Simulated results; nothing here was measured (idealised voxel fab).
Presented below is a process module, voxel released beams.
195 nm wide, 5 nm square cells: that's cross-section cut.
Reading order for cross-sections: top band down to bottom band. Underlying form: a grid of square cells. Band size: one or more rows of cells. For a band, the entry starts with two heights in nm, that of the top and then that of the bottom, and carries on with the band's materials in order from left to right, each alongside its width in nm; the word "all across" beside a single material means it fills the band edge to edge, and "air" means empty space. Zero point of the height axis is 0; under it, received wafer = one material. Lowest band: continues down indefinitely, "0 nm and below". A width given as "30 to 40" starts at the first number in the band's top row and ends at the second number in its bottom row, shifting by an equal amount at every step from row to row. What does "nothing was modified" mean for a step? It means no cell of the cross-section changed in that step. Any empty space of 8 cells or more lacking an open way to the top shows up in "Completely enclosed voids" as width x height at distance, distance from the left edge, in nm. Past the settings on a step's line: simulator remark, on that step. On any step carrying a mask, the "overlay nm" setting, if present on the step's line, tells how far right of its planned place the mask lay; negative values point to the left.

Plan
1) RECEIVE with material Si
2) CONFORMAL_DEP with material SiN, thk nm 5
3) DIRECTIONAL_DEP with material SiO2, thk nm 10
4) DIRECTIONAL_DEP with material aC, thk nm 10
5) PATTERN with tone open, mask id ANCHOR, material resist, width nm 40, thk nm 30, overlay nm 0
6) DIRECTIONAL_ETCH with etch materials aC, depth nm 10
7) STRIP with etch materials resist
8) DIRECTIONAL_ETCH with etch materials SiO2, depth nm 10
9) STRIP with etch materials aC
10) CONFORMAL_DEP with material W, thk nm 15
11) MASKED_ETCH with tone cover, mask id BEAM, width nm 110, etch materials W, depth nm 15, overlay nm 0
12) STRIP with etch materials SiO2

First wafer, two in total, run as planned

Incoming wafer in cross-section (state: after step 1)
0 nm and below = Si all across
Completely enclosed voids: none

The wafer, seen in cross-section, after step 2
5 nm to 0 nm = SiN all across
Below 0, the layers are the same as they were.

The wafer, seen in cross-section, after step 3
15 nm to 5 nm = SiO2 all across
Below 5, the layers are the same as they were.

The wafer, seen in cross-section, after step 4
25 nm to 15 nm = aC all across
Below 15, the layers are the same as they were.

The wafer, seen in cross-section, after step 5
55 nm to 25 nm = 45 nm resist | 40 nm air | 110 nm resist
Below 25, the layers are the same as they were.

The wafer, seen in cross-section, after step 6
45 nm to 25 nm = 45 nm resist | 40 nm air | 110 nm resist
25 nm to 15 nm = 45 nm aC | 40 nm air | 110 nm aC
Below 15, the layers are the same as they were.

The wafer, seen in cross-section, after step 7
25 nm to 15 nm = 45 nm aC | 40 nm air | 110 nm aC
Below 15, the layers are the same as they were.

The wafer, seen in cross-section, after step 8
25 nm to 15 nm = 45 nm aC | 40 nm air | 110 nm aC
15 nm to 5 nm = 45 nm SiO2 | 40 nm air | 110 nm SiO2
Below 5, the layers are the same as they were.

The wafer, seen in cross-section, after step 9
15 nm to 5 nm = 45 nm SiO2 | 40 nm air | 110 nm SiO2
Below 5, the layers are the same as they were.

The wafer, seen in cross-section, after step 10
30 nm to 20 nm = 60 nm W | 10 nm air | 125 nm W
20 nm to 15 nm = W all across
15 nm to 5 nm = 45 nm SiO2 | 40 nm W | 110 nm SiO2
Below 5, the layers are the same as they were.

The wafer, seen in cross-section, after step 11
30 nm to 20 nm = 40 nm air | 20 nm W | 10 nm air | 80 nm W | 45 nm air
20 nm to 15 nm = 40 nm air | 110 nm W | 45 nm air
Below 15, the layers are the same as they were.

The wafer, seen in cross-section, after step 12
30 nm to 20 nm = 40 nm air | 20 nm W | 10 nm air | 80 nm W | 45 nm air
20 nm to 15 nm = 40 nm air | 110 nm W | 45 nm air
15 nm to 5 nm = 45 nm air | 40 nm W | 110 nm air
Below 5, the layers are the same as they were.

The second wafer began exactly as the first did and followed the same plan, but one mistake was made while running it; through step 9 inclusive, the two wafers are identical

Cross-section: second wafer, time at which step 10 was scheduled to end
45 nm to 15 nm = W all across
15 nm to 5 nm = 45 nm SiO2 | 40 nm W | 110 nm SiO2
Below 5, the layers are the same as they were.

Cross-section: second wafer, time at which step 11 was scheduled to end
45 nm to 30 nm = 40 nm air | 110 nm W | 45 nm air
Below 30, the layers are the same as they were.

Cross-section: second wafer, time at which step 12 was scheduled to end: nothing was modified
The plan and the run diverged here: yeah, plan step 10 got run twice
The final cell counts differ between the wafers, with the second having more or fewer of some materials than the first: 62 more of SiO2, 121 more of W
